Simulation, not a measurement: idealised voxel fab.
The following process module bears the name voxel gate over fins.
Cross-section cut: width 215 nm, square cells of 5 nm.
Throughout this document, each cross-section is represented as a grid of square cells and is presented as a sequence of bands enumerated from the top downward, where a band comprises one or more rows of cells. The entry gives the band's vertical extent as a top height and a bottom height in nm, then its horizontal make-up as materials from left to right, each with a width in nm. "air" stands for empty space; a single material marked "full width" fills the band edge to edge. The level at which height equals 0 is the one under which the wafer, as it arrives, is entirely one material. No lower edge exists for the bottom band, which continues downward and is notated as in "0 down". A width given as "30..40" starts at the first number in the band's top row and ends at the second number in its bottom row, shifting by an equal amount at every step from row to row. Reading "remained the same" for a step: not a cell of the cross-section changed in it. In the "Enclosed internal voids" entry, you get each enclosed empty space of 8 cells or more, one with no open way to the top, written width x height at distance, distance from the left edge, in nm. Where a step's line continues beyond its settings, the continuation is a remark by the simulator itself on that step. overlay nm: right-of-plan distance of the mask on a masked step; negative values mean left-of-plan. Pairs ahead. Before: cross-section ahead of one process step. After: cross-section once the step is done, shown to the lowest changed band only. Under each pair: that step, with settings. Caution: pairs may come from different runs of this module on the same starting wafer; a pair follows the pair above only where its "Cross-section, before" entry says so.
CROSS-SECTION, BEFORE
- 0 down | Si full width
- Enclosed internal voids: none
POST-STEP SECTION VIEW
- 10 to 0 | SiN full width
- below 0: unchanged
- Enclosed internal voids: none
Name the step between the before and after sections above: CONFORMAL_DEP | material SiN | thk nm 10
Cross-section, before: For the state before this step, see the after cross-section of the pair located directly above.
POST-STEP SECTION VIEW
- 20 to 10 | aC full width
- below 10: unchanged
- Enclosed internal voids: none
Name the step between the before and after sections above: DIRECTIONAL_DEP | material aC | thk nm 10
Cross-section, before: For the state before this step, see the after cross-section of the pair located directly above.
POST-STEP SECTION VIEW
- 50 to 20 | air 60 nm; resist 15 nm; air 25 nm; resist 15 nm; air 25 nm; resist 15 nm; air 60 nm
- below 20: unchanged
- Enclosed internal voids: none
Name the step between the before and after sections above: PATTERN | tone cover | mask id FINS | material resist | width nm 15 | pitch nm 40 | thk nm 30 | overlay nm 0
Cross-section, before: For the state before this step, see the after cross-section of the pair located directly above.
POST-STEP SECTION VIEW
- 40 to 20 | air 60 nm; resist 15 nm; air 25 nm; resist 15 nm; air 25 nm; resist 15 nm; air 60 nm
- 20 to 10 | air 60 nm; aC 15 nm; air 25 nm; aC 15 nm; air 25 nm; aC 15 nm; air 60 nm
- below 10: unchanged
- Enclosed internal voids: none
Name the step between the before and after sections above: DIRECTIONAL_ETCH | etch materials aC | depth nm 10
Cross-section, before: For the state before this step, see the after cross-section of the pair located directly above.
POST-STEP SECTION VIEW
- 20 to 10 | air 60 nm; aC 15 nm; air 25 nm; aC 15 nm; air 25 nm; aC 15 nm; air 60 nm
- below 10: unchanged
- Enclosed internal voids: none
Name the step between the before and after sections above: STRIP | etch materials resist
Cross-section, before: For the state before this step, see the after cross-section of the pair located directly above.
POST-STEP SECTION VIEW
- 20 to 10 | air 60 nm; aC 15 nm; air 25 nm; aC 15 nm; air 25 nm; aC 15 nm; air 60 nm
- 10 to 0 | air 60 nm; SiN 15 nm; air 25 nm; SiN 15 nm; air 25 nm; SiN 15 nm; air 60 nm
- below 0: unchanged
- Enclosed internal voids: none
Name the step between the before and after sections above: DIRECTIONAL_ETCH | etch materials SiN | depth nm 10
Cross-section, before: For the state before this step, see the after cross-section of the pair located directly above.
POST-STEP SECTION VIEW
- 20 to 10 | air 60 nm; aC 15 nm; air 25 nm; aC 15 nm; air 25 nm; aC 15 nm; air 60 nm
- 10 to 0 | air 60 nm; SiN 15 nm; air 25 nm; SiN 15 nm; air 25 nm; SiN 15 nm; air 60 nm
- 0 to -30 | air 60 nm; Si 15 nm; air 25 nm; Si 15 nm; air 25 nm; Si 15 nm; air 60 nm
- below -30: unchanged
- Enclosed internal voids: none
Name the step between the before and after sections above: DIRECTIONAL_ETCH | etch materials Si | depth nm 30
Cross-section, before: For the state before this step, see the after cross-section of the pair located directly above.
POST-STEP SECTION VIEW
- 10 to 0 | air 60 nm; SiN 15 nm; air 25 nm; SiN 15 nm; air 25 nm; SiN 15 nm; air 60 nm
- below 0: unchanged
- Enclosed internal voids: none
Name the step between the before and after sections above: STRIP | etch materials aC
Cross-section, before: For the state before this step, see the after cross-section of the pair located directly above.
POST-STEP SECTION VIEW
- 10 to 0 | air 60 nm; SiN 15 nm; air 25 nm; SiN 15 nm; air 25 nm; SiN 15 nm; air 60 nm
- 0 to -30 | air 60 nm; SiO2 5 nm; Si 5 nm; SiO2 5 nm; air 25 nm; SiO2 5 nm; Si 5 nm; SiO2 5 nm; air 25 nm; SiO2 5 nm; Si 5 nm; SiO2 5 nm; air 60 nm
- -30 to -35 | SiO2 65 nm; Si 5 nm; SiO2 35 nm; Si 5 nm; SiO2 35 nm; Si 5 nm; SiO2 65 nm
- below -35: unchanged
- Enclosed internal voids: none
Name the step between the before and after sections above: OXIDIZE | depth nm 5
Cross-section, before: For the state before this step, see the after cross-section of the pair located directly above.
POST-STEP SECTION VIEW
- 15 to 10 | SiO2 full width
- 10 to 0 | SiO2 60 nm; SiN 15 nm; SiO2 25 nm; SiN 15 nm; SiO2 25 nm; SiN 15 nm; SiO2 60 nm
- 0 to -35 | SiO2 65 nm; Si 5 nm; SiO2 35 nm; Si 5 nm; SiO2 35 nm; Si 5 nm; SiO2 65 nm
- below -35: unchanged
- Enclosed internal voids: none
Name the step between the before and after sections above: FILL_DEP | material SiO2 | thk nm 5
Cross-section, before: For the state before this step, see the after cross-section of the pair located directly above.
POST-STEP SECTION VIEW
- 10 to 0 | SiO2 60 nm; SiN 15 nm; SiO2 25 nm; SiN 15 nm; SiO2 25 nm; SiN 15 nm; SiO2 60 nm
- below 0: unchanged
- Enclosed internal voids: none
Name the step between the before and after sections above: CMP | height nm 10
Cross-section, before: For the state before this step, see the after cross-section of the pair located directly above.
POST-STEP SECTION VIEW
- 10 to 0 | air 60 nm; SiN 15 nm; air 25 nm; SiN 15 nm; air 25 nm; SiN 15 nm; air 60 nm
- 0 to -10 | air 65 nm; Si 5 nm; air 35 nm; Si 5 nm; air 35 nm; Si 5 nm; air 65 nm
- below -10: unchanged
- Enclosed internal voids: none
Name the step between the before and after sections above: SELECTIVE_ETCH | etch materials SiO2 | depth nm 20
Cross-section, before: For the state before this step, see the after cross-section of the pair located directly above.
POST-STEP SECTION VIEW
- 0 to -10 | air 65 nm; Si 5 nm; air 35 nm; Si 5 nm; air 35 nm; Si 5 nm; air 65 nm
- below -10: unchanged
- Enclosed internal voids: none
Name the step between the before and after sections above: STRIP | etch materials SiN
Cross-section, before: For the state before this step, see the after cross-section of the pair located directly above.
POST-STEP SECTION VIEW
- 5 to 0 | air 60 nm; HfO2 15 nm; air 25 nm; HfO2 15 nm; air 25 nm; HfO2 15 nm; air 60 nm
- 0 to -5 | air 60 nm; HfO2 5 nm; Si 5 nm; HfO2 5 nm; air 25 nm; HfO2 5 nm; Si 5 nm; HfO2 5 nm; air 25 nm; HfO2 5 nm; Si 5 nm; HfO2 5 nm; air 60 nm
- -5 to -10 | HfO2 65 nm; Si 5 nm; HfO2 35 nm; Si 5 nm; HfO2 35 nm; Si 5 nm; HfO2 65 nm
- below -10: unchanged
- Enclosed internal voids: none
Name the step between the before and after sections above: CONFORMAL_DEP | material HfO2 | thk nm 5
Cross-section, before: For the state before this step, see the after cross-section of the pair located directly above.
POST-STEP SECTION VIEW
- 10 to 5 | air 55 nm; TiN 25 nm; air 15 nm; TiN 25 nm; air 15 nm; TiN 25 nm; air 55 nm
- 5 to 0 | air 55 nm; TiN 5 nm; HfO2 15 nm; TiN 5 nm; air 15 nm; TiN 5 nm; HfO2 15 nm; TiN 5 nm; air 15 nm; TiN 5 nm; HfO2 15 nm; TiN 5 nm; air 55 nm
- 0 to -5 | TiN 60 nm; HfO2 5 nm; Si 5 nm; HfO2 5 nm; TiN 25 nm; HfO2 5 nm; Si 5 nm; HfO2 5 nm; TiN 25 nm; HfO2 5 nm; Si 5 nm; HfO2 5 nm; TiN 60 nm
- below -5: unchanged
- Enclosed internal voids: none
Name the step between the before and after sections above: CONFORMAL_DEP | material TiN | thk nm 5
Cross-section, before: For the state before this step, see the after cross-section of the pair located directly above.
POST-STEP SECTION VIEW
- 20 to 10 | W full width
- 10 to 5 | W 55 nm; TiN 25 nm; W 15 nm; TiN 25 nm; W 15 nm; TiN 25 nm; W 55 nm
- 5 to 0 | W 55 nm; TiN 5 nm; HfO2 15 nm; TiN 5 nm; W 15 nm; TiN 5 nm; HfO2 15 nm; TiN 5 nm; W 15 nm; TiN 5 nm; HfO2 15 nm; TiN 5 nm; W 55 nm
- below 0: unchanged
- Enclosed internal voids: none
Name the step between the before and after sections above: FILL_DEP | material W | thk nm 10
Cross-section, before: For the state before this step, see the after cross-section of the pair located directly above.
POST-STEP SECTION VIEW
- 15 to 10 | W full width
- below 10: unchanged
- Enclosed internal voids: none
Name the step between the before and after sections above: CMP | height nm 15
Cross-section, before: For the state before this step, see the after cross-section of the pair located directly above.
POST-STEP SECTION VIEW
- 20 to 15 | SiCN full width
- below 15: unchanged
- Enclosed internal voids: none
Name the step between the before and after sections above: CONFORMAL_DEP | material SiCN | thk nm 5
CROSS-SECTION, BEFORE
- 0 to -10 | air 65 nm; Si 5 nm; air 35 nm; Si 5 nm; air 35 nm; Si 5 nm; air 65 nm
- -10 to -35 | SiO2 65 nm; Si 5 nm; SiO2 35 nm; Si 5 nm; SiO2 35 nm; Si 5 nm; SiO2 65 nm
- -35 down | Si full width
- Enclosed internal voids: none
POST-STEP SECTION VIEW
- 5 to 0 | air 60 nm; TiN 15 nm; air 25 nm; TiN 15 nm; air 25 nm; TiN 15 nm; air 60 nm
- 0 to -5 | air 60 nm; TiN 5 nm; Si 5 nm; TiN 5 nm; air 25 nm; TiN 5 nm; Si 5 nm; TiN 5 nm; air 25 nm; TiN 5 nm; Si 5 nm; TiN 5 nm; air 60 nm
- -5 to -10 | TiN 65 nm; Si 5 nm; TiN 35 nm; Si 5 nm; TiN 35 nm; Si 5 nm; TiN 65 nm
- below -10: unchanged
- Enclosed internal voids: none
Name the step between the before and after sections above: CONFORMAL_DEP | material TiN | thk nm 5
Cross-section, before: For the state before this step, see the after cross-section of the pair located directly above.
POST-STEP SECTION VIEW
- 15 to 5 | W full width
- 5 to 0 | W 60 nm; TiN 15 nm; W 25 nm; TiN 15 nm; W 25 nm; TiN 15 nm; W 60 nm
- 0 to -5 | W 60 nm; TiN 5 nm; Si 5 nm; TiN 5 nm; W 25 nm; TiN 5 nm; Si 5 nm; TiN 5 nm; W 25 nm; TiN 5 nm; Si 5 nm; TiN 5 nm; W 60 nm
- below -5: unchanged
- Enclosed internal voids: none
Name the step between the before and after sections above: FILL_DEP | material W | thk nm 10
Cross-section, before: For the state before this step, see the after cross-section of the pair located directly above.
POST-STEP SECTION VIEW
- 20 to 15 | SiCN full width
- below 15: unchanged
- Enclosed internal voids: none
Name the step between the before and after sections above: CONFORMAL_DEP | material SiCN | thk nm 5
CROSS-SECTION, BEFORE
- 20 to 10 | air 60 nm; aC 15 nm; air 25 nm; aC 15 nm; air 25 nm; aC 15 nm; air 60 nm
- 10 to 0 | air 60 nm; SiN 15 nm; air 25 nm; SiN 15 nm; air 25 nm; SiN 15 nm; air 60 nm
- 0 to -30 | air 60 nm; Si 15 nm; air 25 nm; Si 15 nm; air 25 nm; Si 15 nm; air 60 nm
- -30 down | Si full width
- Enclosed internal voids: none
POST-STEP SECTION VIEW
- 20 to 10 | air 60 nm; aC 15 nm; air 25 nm; aC 15 nm; air 25 nm; aC 15 nm; air 60 nm
- 10 to 0 | air 60 nm; SiN 15 nm; air 25 nm; SiN 15 nm; air 25 nm; SiN 15 nm; air 60 nm
- 0 to -60 | air 60 nm; Si 15 nm; air 25 nm; Si 15 nm; air 25 nm; Si 15 nm; air 60 nm
- below -60: unchanged
- Enclosed internal voids: none
Name the step between the before and after sections above: DIRECTIONAL_ETCH | etch materials Si | depth nm 30
Cross-section, before: For the state before this step, see the after cross-section of the pair located directly above.
POST-STEP SECTION VIEW
- 10 to 0 | air 60 nm; SiN 15 nm; air 25 nm; SiN 15 nm; air 25 nm; SiN 15 nm; air 60 nm
- below 0: unchanged
- Enclosed internal voids: none
Name the step between the before and after sections above: STRIP | etch materials aC
Cross-section, before: For the state before this step, see the after cross-section of the pair located directly above.
POST-STEP SECTION VIEW
- 10 to 0 | air 60 nm; SiN 15 nm; air 25 nm; SiN 15 nm; air 25 nm; SiN 15 nm; air 60 nm
- 0 to -60 | air 60 nm; SiO2 5 nm; Si 5 nm; SiO2 5 nm; air 25 nm; SiO2 5 nm; Si 5 nm; SiO2 5 nm; air 25 nm; SiO2 5 nm; Si 5 nm; SiO2 5 nm; air 60 nm
- -60 to -65 | SiO2 65 nm; Si 5 nm; SiO2 35 nm; Si 5 nm; SiO2 35 nm; Si 5 nm; SiO2 65 nm
- below -65: unchanged
- Enclosed internal voids: none
Name the step between the before and after sections above: OXIDIZE | depth nm 5
Cross-section, before: For the state before this step, see the after cross-section of the pair located directly above.
POST-STEP SECTION VIEW
- 15 to 10 | SiO2 full width
- 10 to 0 | SiO2 60 nm; SiN 15 nm; SiO2 25 nm; SiN 15 nm; SiO2 25 nm; SiN 15 nm; SiO2 60 nm
- 0 to -65 | SiO2 65 nm; Si 5 nm; SiO2 35 nm; Si 5 nm; SiO2 35 nm; Si 5 nm; SiO2 65 nm
- below -65: unchanged
- Enclosed internal voids: none
Name the step between the before and after sections above: FILL_DEP | material SiO2 | thk nm 5
Cross-section, before: For the state before this step, see the after cross-section of the pair located directly above.
POST-STEP SECTION VIEW
- 10 to 0 | SiO2 60 nm; SiN 15 nm; SiO2 25 nm; SiN 15 nm; SiO2 25 nm; SiN 15 nm; SiO2 60 nm
- below 0: unchanged
- Enclosed internal voids: none
Name the step between the before and after sections above: CMP | height nm 10
Cross-section, before: For the state before this step, see the after cross-section of the pair located directly above.
POST-STEP SECTION VIEW
- 10 to 0 | air 60 nm; SiN 15 nm; air 25 nm; SiN 15 nm; air 25 nm; SiN 15 nm; air 60 nm
- 0 to -10 | air 65 nm; Si 5 nm; air 35 nm; Si 5 nm; air 35 nm; Si 5 nm; air 65 nm
- below -10: unchanged
- Enclosed internal voids: none
Name the step between the before and after sections above: SELECTIVE_ETCH | etch materials SiO2 | depth nm 20
Cross-section, before: For the state before this step, see the after cross-section of the pair located directly above.
POST-STEP SECTION VIEW
- 0 to -10 | air 65 nm; Si 5 nm; air 35 nm; Si 5 nm; air 35 nm; Si 5 nm; air 65 nm
- below -10: unchanged
- Enclosed internal voids: none
Name the step between the before and after sections above: STRIP | etch materials SiN
Cross-section, before: For the state before this step, see the after cross-section of the pair located directly above.
POST-STEP SECTION VIEW
- 5 to 0 | air 60 nm; HfO2 15 nm; air 25 nm; HfO2 15 nm; air 25 nm; HfO2 15 nm; air 60 nm
- 0 to -5 | air 60 nm; HfO2 5 nm; Si 5 nm; HfO2 5 nm; air 25 nm; HfO2 5 nm; Si 5 nm; HfO2 5 nm; air 25 nm; HfO2 5 nm; Si 5 nm; HfO2 5 nm; air 60 nm
- -5 to -10 | HfO2 65 nm; Si 5 nm; HfO2 35 nm; Si 5 nm; HfO2 35 nm; Si 5 nm; HfO2 65 nm
- below -10: unchanged
- Enclosed internal voids: none
Name the step between the before and after sections above: CONFORMAL_DEP | material HfO2 | thk nm 5
Cross-section, before: For the state before this step, see the after cross-section of the pair located directly above.
POST-STEP SECTION VIEW
- 10 to 5 | air 55 nm; TiN 25 nm; air 15 nm; TiN 25 nm; air 15 nm; TiN 25 nm; air 55 nm
- 5 to 0 | air 55 nm; TiN 5 nm; HfO2 15 nm; TiN 5 nm; air 15 nm; TiN 5 nm; HfO2 15 nm; TiN 5 nm; air 15 nm; TiN 5 nm; HfO2 15 nm; TiN 5 nm; air 55 nm
- 0 to -5 | TiN 60 nm; HfO2 5 nm; Si 5 nm; HfO2 5 nm; TiN 25 nm; HfO2 5 nm; Si 5 nm; HfO2 5 nm; TiN 25 nm; HfO2 5 nm; Si 5 nm; HfO2 5 nm; TiN 60 nm
- below -5: unchanged
- Enclosed internal voids: none
Name the step between the before and after sections above: CONFORMAL_DEP | material TiN | thk nm 5
Cross-section, before: For the state before this step, see the after cross-section of the pair located directly above.
POST-STEP SECTION VIEW
- 20 to 10 | W full width
- 10 to 5 | W 55 nm; TiN 25 nm; W 15 nm; TiN 25 nm; W 15 nm; TiN 25 nm; W 55 nm
- 5 to 0 | W 55 nm; TiN 5 nm; HfO2 15 nm; TiN 5 nm; W 15 nm; TiN 5 nm; HfO2 15 nm; TiN 5 nm; W 15 nm; TiN 5 nm; HfO2 15 nm; TiN 5 nm; W 55 nm
- below 0: unchanged
- Enclosed internal voids: none
Name the step between the before and after sections above: FILL_DEP | material W | thk nm 10
Cross-section, before: For the state before this step, see the after cross-section of the pair located directly above.
POST-STEP SECTION VIEW
- 15 to 10 | W full width
- below 10: unchanged
- Enclosed internal voids: none
Name the step between the before and after sections above: CMP | height nm 15
Cross-section, before: For the state before this step, see the after cross-section of the pair located directly above.
POST-STEP SECTION VIEW
- 20 to 15 | SiCN full width
- below 15: unchanged
- Enclosed internal voids: none
Name the step between the before and after sections above: CONFORMAL_DEP | material SiCN | thk nm 5
CROSS-SECTION, BEFORE
- 5 to 0 | air 60 nm; TiN 15 nm; air 25 nm; TiN 15 nm; air 25 nm; TiN 15 nm; air 60 nm
- 0 to -5 | air 60 nm; TiN 5 nm; Si 5 nm; TiN 5 nm; air 25 nm; TiN 5 nm; Si 5 nm; TiN 5 nm; air 25 nm; TiN 5 nm; Si 5 nm; TiN 5 nm; air 60 nm
- -5 to -10 | TiN 65 nm; Si 5 nm; TiN 35 nm; Si 5 nm; TiN 35 nm; Si 5 nm; TiN 65 nm
- -10 to -35 | SiO2 65 nm; Si 5 nm; SiO2 35 nm; Si 5 nm; SiO2 35 nm; Si 5 nm; SiO2 65 nm
- -35 down | Si full width
- Enclosed internal voids: none
POST-STEP SECTION VIEW
- 10 to 5 | air 55 nm; HfO2 25 nm; air 15 nm; HfO2 25 nm; air 15 nm; HfO2 25 nm; air 55 nm
- 5 to 0 | air 55 nm; HfO2 5 nm; TiN 15 nm; HfO2 5 nm; air 15 nm; HfO2 5 nm; TiN 15 nm; HfO2 5 nm; air 15 nm; HfO2 5 nm; TiN 15 nm; HfO2 5 nm; air 55 nm
- 0 to -5 | HfO2 60 nm; TiN 5 nm; Si 5 nm; TiN 5 nm; HfO2 25 nm; TiN 5 nm; Si 5 nm; TiN 5 nm; HfO2 25 nm; TiN 5 nm; Si 5 nm; TiN 5 nm; HfO2 60 nm
- below -5: unchanged
- Enclosed internal voids: none
Name the step between the before and after sections above: CONFORMAL_DEP | material HfO2 | thk nm 5
Cross-section, before: For the state before this step, see the after cross-section of the pair located directly above.
POST-STEP SECTION VIEW
- 20 to 10 | W full width
- 10 to 5 | W 55 nm; HfO2 25 nm; W 15 nm; HfO2 25 nm; W 15 nm; HfO2 25 nm; W 55 nm
- 5 to 0 | W 55 nm; HfO2 5 nm; TiN 15 nm; HfO2 5 nm; W 15 nm; HfO2 5 nm; TiN 15 nm; HfO2 5 nm; W 15 nm; HfO2 5 nm; TiN 15 nm; HfO2 5 nm; W 55 nm
- below 0: unchanged
- Enclosed internal voids: none
Name the step between the before and after sections above: FILL_DEP | material W | thk nm 10
Cross-section, before: For the state before this step, see the after cross-section of the pair located directly above.
POST-STEP SECTION VIEW
- 15 to 10 | W full width
- below 10: unchanged
- Enclosed internal voids: none
Name the step between the before and after sections above: CMP | height nm 15
Cross-section, before: For the state before this step, see the after cross-section of the pair located directly above.
POST-STEP SECTION VIEW
- 20 to 15 | SiCN full width
- below 15: unchanged
- Enclosed internal voids: none
Name the step between the before and after sections above: CONFORMAL_DEP | material SiCN | thk nm 5
CROSS-SECTION, BEFORE
- 0 to -10 | air 65 nm; Si 5 nm; air 35 nm; Si 5 nm; air 35 nm; Si 5 nm; air 65 nm
- -10 to -35 | SiO2 65 nm; Si 5 nm; SiO2 35 nm; Si 5 nm; SiO2 35 nm; Si 5 nm; SiO2 65 nm
- -35 down | Si full width
- Enclosed internal voids: none
POST-STEP SECTION VIEW
- 15 to 5 | air 50 nm; HfO2 35 nm; air 5 nm; HfO2 35 nm; air 5 nm; HfO2 35 nm; air 50 nm
- 5 to 0 | HfO2 full width
- 0 to -10 | HfO2 65 nm; Si 5 nm; HfO2 35 nm; Si 5 nm; HfO2 35 nm; Si 5 nm; HfO2 65 nm
- below -10: unchanged
- Enclosed internal voids: none
Name the step between the before and after sections above: CONFORMAL_DEP | material HfO2 | thk nm 15
Cross-section, before: For the state before this step, see the after cross-section of the pair located directly above.
POST-STEP SECTION VIEW
- 20 to 15 | air 45 nm; TiN 125 nm; air 45 nm
- 15 to 10 | air 45 nm; TiN 5 nm; HfO2 35 nm; TiN 5 nm; HfO2 35 nm; TiN 5 nm; HfO2 35 nm; TiN 5 nm; air 45 nm
- 10 to 5 | TiN 50 nm; HfO2 35 nm; TiN 5 nm; HfO2 35 nm; TiN 5 nm; HfO2 35 nm; TiN 50 nm
- below 5: unchanged
- Enclosed internal voids: none
Name the step between the before and after sections above: CONFORMAL_DEP | material TiN | thk nm 5
Cross-section, before: For the state before this step, see the after cross-section of the pair located directly above.
POST-STEP SECTION VIEW
- 30 to 20 | W full width
- 20 to 15 | W 45 nm; TiN 125 nm; W 45 nm
- 15 to 10 | W 45 nm; TiN 5 nm; HfO2 35 nm; TiN 5 nm; HfO2 35 nm; TiN 5 nm; HfO2 35 nm; TiN 5 nm; W 45 nm
- below 10: unchanged
- Enclosed internal voids: none
Name the step between the before and after sections above: FILL_DEP | material W | thk nm 10
Cross-section, before: For the state before this step, see the after cross-section of the pair located directly above.
POST-STEP SECTION VIEW
- 15 to 10 | W 45 nm; TiN 5 nm; HfO2 35 nm; TiN 5 nm; HfO2 35 nm; TiN 5 nm; HfO2 35 nm; TiN 5 nm; W 45 nm
- below 10: unchanged
- Enclosed internal voids: none
Name the step between the before and after sections above: CMP | height nm 15
Cross-section, before: For the state before this step, see the after cross-section of the pair located directly above.
POST-STEP SECTION VIEW
- 20 to 15 | SiCN full width
- below 15: unchanged
- Enclosed internal voids: none
Name the step between the before and after sections above: CONFORMAL_DEP | material SiCN | thk nm 5
CROSS-SECTION, BEFORE
- 20 to 10 | aC full width
- 10 to 0 | SiN full width
- 0 down | Si full width
- Enclosed internal voids: none
POST-STEP SECTION VIEW
- 50 to 20 | air 55 nm; resist 25 nm; air 15 nm; resist 25 nm; air 15 nm; resist 25 nm; air 55 nm
- below 20: unchanged
- Enclosed internal voids: none
Name the step between the before and after sections above: PATTERN | tone cover | mask id FINS | material resist | width nm 25 | pitch nm 40 | thk nm 30 | overlay nm 0
Cross-section, before: For the state before this step, see the after cross-section of the pair located directly above.
POST-STEP SECTION VIEW
- 40 to 20 | air 55 nm; resist 25 nm; air 15 nm; resist 25 nm; air 15 nm; resist 25 nm; air 55 nm
- 20 to 10 | air 55 nm; aC 25 nm; air 15 nm; aC 25 nm; air 15 nm; aC 25 nm; air 55 nm
- below 10: unchanged
- Enclosed internal voids: none
Name the step between the before and after sections above: DIRECTIONAL_ETCH | etch materials aC | depth nm 10
Cross-section, before: For the state before this step, see the after cross-section of the pair located directly above.
POST-STEP SECTION VIEW
- 20 to 10 | air 55 nm; aC 25 nm; air 15 nm; aC 25 nm; air 15 nm; aC 25 nm; air 55 nm
- below 10: unchanged
- Enclosed internal voids: none
Name the step between the before and after sections above: STRIP | etch materials resist
Cross-section, before: For the state before this step, see the after cross-section of the pair located directly above.
POST-STEP SECTION VIEW
- 20 to 10 | air 55 nm; aC 25 nm; air 15 nm; aC 25 nm; air 15 nm; aC 25 nm; air 55 nm
- 10 to 0 | air 55 nm; SiN 25 nm; air 15 nm; SiN 25 nm; air 15 nm; SiN 25 nm; air 55 nm
- below 0: unchanged
- Enclosed internal voids: none
Name the step between the before and after sections above: DIRECTIONAL_ETCH | etch materials SiN | depth nm 10
Cross-section, before: For the state before this step, see the after cross-section of the pair located directly above.
POST-STEP SECTION VIEW
- 20 to 10 | air 55 nm; aC 25 nm; air 15 nm; aC 25 nm; air 15 nm; aC 25 nm; air 55 nm
- 10 to 0 | air 55 nm; SiN 25 nm; air 15 nm; SiN 25 nm; air 15 nm; SiN 25 nm; air 55 nm
- 0 to -30 | air 55 nm; Si 25 nm; air 15 nm; Si 25 nm; air 15 nm; Si 25 nm; air 55 nm
- below -30: unchanged
- Enclosed internal voids: none
Name the step between the before and after sections above: DIRECTIONAL_ETCH | etch materials Si | depth nm 30
Cross-section, before: For the state before this step, see the after cross-section of the pair located directly above.
POST-STEP SECTION VIEW
- 10 to 0 | air 55 nm; SiN 25 nm; air 15 nm; SiN 25 nm; air 15 nm; SiN 25 nm; air 55 nm
- below 0: unchanged
- Enclosed internal voids: none
Name the step between the before and after sections above: STRIP | etch materials aC
Cross-section, before: For the state before this step, see the after cross-section of the pair located directly above.
POST-STEP SECTION VIEW
- 10 to 0 | air 55 nm; SiN 25 nm; air 15 nm; SiN 25 nm; air 15 nm; SiN 25 nm; air 55 nm
- 0 to -30 | air 55 nm; SiO2 5 nm; Si 15 nm; SiO2 5 nm; air 15 nm; SiO2 5 nm; Si 15 nm; SiO2 5 nm; air 15 nm; SiO2 5 nm; Si 15 nm; SiO2 5 nm; air 55 nm
- -30 to -35 | SiO2 60 nm; Si 15 nm; SiO2 25 nm; Si 15 nm; SiO2 25 nm; Si 15 nm; SiO2 60 nm
- below -35: unchanged
- Enclosed internal voids: none
Name the step between the before and after sections above: OXIDIZE | depth nm 5
Cross-section, before: For the state before this step, see the after cross-section of the pair located directly above.
POST-STEP SECTION VIEW
- 15 to 10 | SiO2 full width
- 10 to 0 | SiO2 55 nm; SiN 25 nm; SiO2 15 nm; SiN 25 nm; SiO2 15 nm; SiN 25 nm; SiO2 55 nm
- 0 to -35 | SiO2 60 nm; Si 15 nm; SiO2 25 nm; Si 15 nm; SiO2 25 nm; Si 15 nm; SiO2 60 nm
- below -35: unchanged
- Enclosed internal voids: none
Name the step between the before and after sections above: FILL_DEP | material SiO2 | thk nm 5
Cross-section, before: For the state before this step, see the after cross-section of the pair located directly above.
POST-STEP SECTION VIEW
- 10 to 0 | SiO2 55 nm; SiN 25 nm; SiO2 15 nm; SiN 25 nm; SiO2 15 nm; SiN 25 nm; SiO2 55 nm
- below 0: unchanged
- Enclosed internal voids: none
Name the step between the before and after sections above: CMP | height nm 10
Cross-section, before: For the state before this step, see the after cross-section of the pair located directly above.
POST-STEP SECTION VIEW
- 10 to 0 | air 55 nm; SiN 25 nm; air 15 nm; SiN 25 nm; air 15 nm; SiN 25 nm; air 55 nm
- 0 to -10 | air 60 nm; Si 15 nm; air 25 nm; Si 15 nm; air 25 nm; Si 15 nm; air 60 nm
- below -10: unchanged
- Enclosed internal voids: none
Name the step between the before and after sections above: SELECTIVE_ETCH | etch materials SiO2 | depth nm 20
Cross-section, before: For the state before this step, see the after cross-section of the pair located directly above.
POST-STEP SECTION VIEW
- 0 to -10 | air 60 nm; Si 15 nm; air 25 nm; Si 15 nm; air 25 nm; Si 15 nm; air 60 nm
- below -10: unchanged
- Enclosed internal voids: none
Name the step between the before and after sections above: STRIP | etch materials SiN
Cross-section, before: For the state before this step, see the after cross-section of the pair located directly above.
POST-STEP SECTION VIEW
- 5 to 0 | air 55 nm; HfO2 25 nm; air 15 nm; HfO2 25 nm; air 15 nm; HfO2 25 nm; air 55 nm
- 0 to -5 | air 55 nm; HfO2 5 nm; Si 15 nm; HfO2 5 nm; air 15 nm; HfO2 5 nm; Si 15 nm; HfO2 5 nm; air 15 nm; HfO2 5 nm; Si 15 nm; HfO2 5 nm; air 55 nm
- -5 to -10 | HfO2 60 nm; Si 15 nm; HfO2 25 nm; Si 15 nm; HfO2 25 nm; Si 15 nm; HfO2 60 nm
- below -10: unchanged
- Enclosed internal voids: none
Name the step between the before and after sections above: CONFORMAL_DEP | material HfO2 | thk nm 5
Cross-section, before: For the state before this step, see the after cross-section of the pair located directly above.
POST-STEP SECTION VIEW
- 10 to 5 | air 50 nm; TiN 35 nm; air 5 nm; TiN 35 nm; air 5 nm; TiN 35 nm; air 50 nm
- 5 to 0 | air 50 nm; TiN 5 nm; HfO2 25 nm; TiN 5 nm; air 5 nm; TiN 5 nm; HfO2 25 nm; TiN 5 nm; air 5 nm; TiN 5 nm; HfO2 25 nm; TiN 5 nm; air 50 nm
- 0 to -5 | TiN 55 nm; HfO2 5 nm; Si 15 nm; HfO2 5 nm; TiN 15 nm; HfO2 5 nm; Si 15 nm; HfO2 5 nm; TiN 15 nm; HfO2 5 nm; Si 15 nm; HfO2 5 nm; TiN 55 nm
- below -5: unchanged
- Enclosed internal voids: none
Name the step between the before and after sections above: CONFORMAL_DEP | material TiN | thk nm 5
Cross-section, before: For the state before this step, see the after cross-section of the pair located directly above.
POST-STEP SECTION VIEW
- 20 to 10 | W full width
- 10 to 5 | W 50 nm; TiN 35 nm; W 5 nm; TiN 35 nm; W 5 nm; TiN 35 nm; W 50 nm
- 5 to 0 | W 50 nm; TiN 5 nm; HfO2 25 nm; TiN 5 nm; W 5 nm; TiN 5 nm; HfO2 25 nm; TiN 5 nm; W 5 nm; TiN 5 nm; HfO2 25 nm; TiN 5 nm; W 50 nm
- below 0: unchanged
- Enclosed internal voids: none
Name the step between the before and after sections above: FILL_DEP | material W | thk nm 10
Cross-section, before: For the state before this step, see the after cross-section of the pair located directly above.
POST-STEP SECTION VIEW
- 15 to 10 | W full width
- below 10: unchanged
- Enclosed internal voids: none
Name the step between the before and after sections above: CMP | height nm 15
Cross-section, before: For the state before this step, see the after cross-section of the pair located directly above.
POST-STEP SECTION VIEW
- 20 to 15 | SiCN full width
- below 15: unchanged
- Enclosed internal voids: none
Name the step between the before and after sections above: CONFORMAL_DEP | material SiCN | thk nm 5
